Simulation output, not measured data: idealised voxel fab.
The following process module bears the name voxel self aligned vias.
Each square cell in cross-section cut measures 5 nm, and the section as a whole is 250 nm wide.
In this document a cross-section is written as a grid of square cells. It is given as a series of bands, listed from the top down, and a band is one or more rows of cells. The band entry comprises the height of the band's top followed by the height of its bottom, expressed in nm, and subsequently the band's materials from left to right, each stated together with its width in nm. Where a single material is marked with the word "throughout", that material fills the band from edge to edge. The word "air" represents empty space. All heights in this document are referenced to 0, defined as the level beneath which the wafer, as received, consists entirely of one material. The lowest band is not bounded below; it extends indefinitely downward and is written in the form "0 nm and below". Top row gets the first number, bottom row gets the second, and each row in between changes by the same step: that is how a band width like "30..40" works. Step marked "nothing was modified"? Then no cell in the cross-section changed in it. So "Enclosed empty spaces" is basically the list of trapped voids: any empty space of 8 cells or more that can't reach the top through an opening. They're written width x height at distance, the distance being from the left edge, and it's all nm. after a step's settings: what the simulator itself notes on the step. overlay nm: mask right of planned place by this much (step with mask). Neg. = left.
## Process steps (planned)
| 1 | RECEIVE, material Si |
| 2 | CONFORMAL_DEP, material SiO2, thk nm 15 |
| 3 | CONFORMAL_DEP, material SiCN, thk nm 5 |
| 4 | DIRECTIONAL_DEP, material lowk, thk nm 25 |
| 5 | MASKED_ETCH, tone open, mask id LINES, width nm 25, pitch nm 60, etch materials lowk, depth nm 25, overlay nm 0 |
| 6 | CONFORMAL_DEP, material TiN, thk nm 5 |
| 7 | FILL_DEP, material Ru, thk nm 5 |
| 8 | CMP, height nm 45 |
| 9 | SELECTIVE_ETCH, etch materials W Ru TiN, depth nm 10 |
| 10 | FILL_DEP, material SiN, thk nm 5 |
| 11 | CMP, height nm 45 |
| 12 | DIRECTIONAL_DEP, material lowk, thk nm 20 |
| 13 | PATTERN, tone open, mask id VIAS, material resist, width nm 45, thk nm 20, overlay nm -15 |
| 14 | DIRECTIONAL_ETCH, etch materials lowk, depth nm 20 |
| 15 | DIRECTIONAL_ETCH, etch materials SiN, depth nm 10 |
| 16 | STRIP, etch materials resist |
| 17 | CONFORMAL_DEP, material TiN, thk nm 5 |
| 18 | FILL_DEP, material Ru, thk nm 5 |
| 19 | CMP, height nm 65 |
| 20 | CONFORMAL_DEP, material SiCN, thk nm 5 |
Don't read the plan's overlay nm for step 13 as applying to every wafer: that's the first wafer's value, and the wafers differ in it, though they all start identical.
## Cross-section of the first incoming wafer of several, state after step 1
* 0 nm and below: Si throughout
* Enclosed empty spaces: none
## Take any row and you have a wafer at the end of the module: how many cells of each material it has gained (+) or lost (-) since it was received, and then its closed voids
overlay nm -15, +37 Ru, +100 SiCN, +12 SiN, +150 SiO2, +37 TiN, +364 lowk, Enclosed empty spaces: none
overlay nm -10, +39 Ru, +100 SiCN, +10 SiN, +150 SiO2, +37 TiN, +364 lowk, Enclosed empty spaces: none
overlay nm -5, +39 Ru, +100 SiCN, +10 SiN, +150 SiO2, +37 TiN, +364 lowk, Enclosed empty spaces: none
overlay nm 0, +39 Ru, +100 SiCN, +10 SiN, +150 SiO2, +37 TiN, +364 lowk, Enclosed empty spaces: none
overlay nm 5, +39 Ru, +100 SiCN, +10 SiN, +150 SiO2, +37 TiN, +364 lowk, Enclosed empty spaces: none
overlay nm 10, +39 Ru, +100 SiCN, +10 SiN, +150 SiO2, +37 TiN, +364 lowk, Enclosed empty spaces: none
overlay nm 15, +37 Ru, +100 SiCN, +12 SiN, +150 SiO2, +37 TiN, +364 lowk, Enclosed empty spaces: none
